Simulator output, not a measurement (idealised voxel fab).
voxel self aligned vias: a process module
Shown is cross-section cut, with a width of 200 nm and square cells of size 5 nm.
Reading order for cross-sections: top band down to bottom band. Underlying form: a grid of square cells. Band size: one or more rows of cells.
Band entry format. Leading values: height of top, height of bottom, nm. Remainder: materials in left-to-right order, each with its width in nm. Special words: "everywhere" on a single material, which then fills the band edge to edge; "blank", empty space.
Heights are expressed relative to 0, this being the level below which the as-received wafer comprises one material exclusively. The lowest band is unbounded in the downward direction and is denoted as in "0 nm and below".
A two-number width, for instance "30 to 40", indicates that the width is equal to the first number in the top row of the band and to the second number in the bottom row, and that it changes by a constant amount per row of cells.
"left unchanged" after a step means that no cell of the cross-section changed.
The entry "Cavities, closed" lists the empty spaces that cover at least 8 cells and have no open path to the top. Each is written as width x height at distance, where the distance is measured from the left edge and all three values are in nm.
Past the settings on a step's line: simulator remark, on that step.
"overlay nm" denotes, for a step that has a mask, the displacement of the mask to the right of its planned place, with negative values corresponding to the left.
**List of planned process steps**
1) RECEIVE | material Si
2) CONFORMAL_DEP | material SiO2 | thk nm 15
3) CONFORMAL_DEP | material SiCN | thk nm 5
4) DIRECTIONAL_DEP | material SiO2 | thk nm 20
5) DIRECTIONAL_DEP | material aC | thk nm 10
6) PATTERN | tone open | mask id LINES | material resist | width nm 20 | pitch nm 70 | thk nm 25 | overlay nm 0
7) DIRECTIONAL_ETCH | etch materials aC | depth nm 10
8) STRIP | etch materials resist
9) DIRECTIONAL_ETCH | etch materials SiO2 | depth nm 20
10) STRIP | etch materials aC
11) CONFORMAL_DEP | material TiN | thk nm 5
12) FILL_DEP | material Ru | thk nm 10
13) CMP | height nm 40
14) SELECTIVE_ETCH | etch materials W Ru TiN | depth nm 5
15) FILL_DEP | material SiN | thk nm 10
16) CMP | height nm 40
17) DIRECTIONAL_DEP | material SiO2 | thk nm 15
18) MASKED_ETCH | tone open | mask id VIAS | width nm 40 | etch materials SiO2 | depth nm 15 | overlay nm 0
19) MASKED_ETCH | tone open | mask id VIAS | width nm 40 | etch materials SiN | depth nm 5 | overlay nm 0
20) CONFORMAL_DEP | material TiN | thk nm 5
21) FILL_DEP | material Cu | thk nm 10
22) CMP | height nm 55
23) CONFORMAL_DEP | material SiCN | thk nm 5
For clarity, it should be stated that the wafers under discussion commence in an identical condition and differ with respect to the depth nm of step 14, the plan indicating the value that the first wafer had.
**Cross-section: the first of several wafers in its as-received state, i.e. following step 1**
  0 nm and below = Si everywhere
  Cavities, closed: none
**Wafer rows, end of module: cells per material gained (+) or lost (-) since receipt; closed voids last**
depth nm 5; +14 Cu; +8 Ru; +80 SiCN; +4 SiN; +344 SiO2; +30 TiN; Cavities, closed: none
depth nm 10; +14 Cu; +4 Ru; +80 SiCN; +12 SiN; +344 SiO2; +26 TiN; Cavities, closed: none
depth nm 15; +14 Cu; +80 SiCN; +20 SiN; +344 SiO2; +22 TiN; Cavities, closed: none
depth nm 20; +14 Cu; +80 SiCN; +28 SiN; +344 SiO2; +14 TiN; Cavities, closed: none
